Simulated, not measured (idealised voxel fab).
process module | voxel released beams
cross-section cut | 185 nm wide | cells 5 nm
A cross-section is a grid of square cells, given in bands from the top down. A band is one or more rows of cells.
Each band's line starts with the height of the band's top and of its bottom, in nm. Then come its materials from left to right, each with its width in nm. One material with "throughout" fills the band from edge to edge. "air" is empty space.
Height 0 is the level under which the wafer as received is all one material. The lowest band goes on downwards, as in "0 down".
A width such as "30 to 40" changes by the same amount from each row of cells to the next, from the band's top row to its bottom row.
"no change" after a step means that no cell of the cross-section changed.
closed voids: empty space of 8 cells or more with no open way to the top, each as width x height at its distance from the left edge, in nm
after a step's settings: what the simulator itself notes on the step
overlay nm, on a step with a mask: how far to the right of its planned place the mask lay; to the left if negative
plan
1 op RECEIVE | material Si
2 op CONFORMAL_DEP | material Al2O3 | thk nm 10
3 op DIRECTIONAL_DEP | material SiO2 | thk nm 15
4 op DIRECTIONAL_DEP | material aC | thk nm 15
5 op PATTERN | tone open | mask id ANCHOR | material resist | width nm 40 | thk nm 35 | overlay nm 0
6 op DIRECTIONAL_ETCH | etch materials aC | depth nm 15
7 op STRIP | etch materials resist
8 op DIRECTIONAL_ETCH | etch materials SiO2 | depth nm 15
9 op STRIP | etch materials aC
10 op CONFORMAL_DEP | material W | thk nm 5
11 op MASKED_ETCH | tone cover | mask id BEAM | width nm 105 | etch materials W | depth nm 15 | overlay nm 0
12 op STRIP | etch materials SiO2
varied across the wafers: thk nm of step 10. The plan shows the first wafer's value. All wafers start alike
first wafer as received, after step 1
  0 down: Si throughout
  closed voids: none
each wafer at the end: cells of each material gained (+) or lost (-) since it was received, then its closed voids
thk nm 5 | +74 Al2O3 | +27 W | closed voids: none
thk nm 10 | +74 Al2O3 | +54 W | closed voids: none
thk nm 15 | +74 Al2O3 | +81 W | closed voids: none
thk nm 20 | +74 Al2O3 | +87 SiO2 | +124 W | closed voids: none
thk nm 25 | +74 Al2O3 | +87 SiO2 | +161 W | closed voids: none
thk nm 30 | +74 Al2O3 | +87 SiO2 | +198 W | closed voids: none
